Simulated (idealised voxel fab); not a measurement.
process module | voxel tone inversion
cross-section cut | 220 nm wide | cells 5 nm
A cross-section is a grid of square cells, given in bands from the top down. A band is one or more rows of cells.
Each band's line starts with the height of the band's top and of its bottom, in nm. Then come its materials from left to right, each with its width in nm. One material with "throughout" fills the band from edge to edge. "air" is empty space.
Height 0 is the level under which the wafer as received is all one material. The lowest band goes on downwards, as in "0 down".
A width such as "30 to 40" changes by the same amount from each row of cells to the next, from the band's top row to its bottom row.
"no change" after a step means that no cell of the cross-section changed.
closed voids: empty space of 8 cells or more with no open way to the top, each as width x height at its distance from the left edge, in nm
after a step's settings: what the simulator itself notes on the step
overlay nm, on a step with a mask: how far to the right of its planned place the mask lay; to the left if negative
plan
1 op RECEIVE | material Si
2 op CONFORMAL_DEP | material SiN | thk nm 5
3 op DIRECTIONAL_DEP | material polySi | thk nm 20
4 op PATTERN | tone cover | mask id POSTS | material resist | width nm 15 | pitch nm 45 | thk nm 25 | overlay nm 0
5 op DIRECTIONAL_ETCH | etch materials polySi | depth nm 20
6 op STRIP | etch materials resist
7 op FILL_DEP | material lowk | thk nm 10
8 op CMP | height nm 25
9 op STRIP | etch materials polySi
as received, after step 1
  0 down: Si throughout
  closed voids: none
a wafer at the end: this start, this plan, one mistake
  25 to 5: lowk 30 | air 15 | lowk 30 | air 15 | lowk 30 | air 15 | lowk 30 | air 15 | lowk 40
  5 to 0: SiN throughout
  0 down: Si throughout
  closed voids: none
what went wrong: step 4 ran as: op PATTERN | tone cover | mask id POSTS | material resist | width nm 15 | pitch nm 45 | thk nm 25 | overlay nm -5
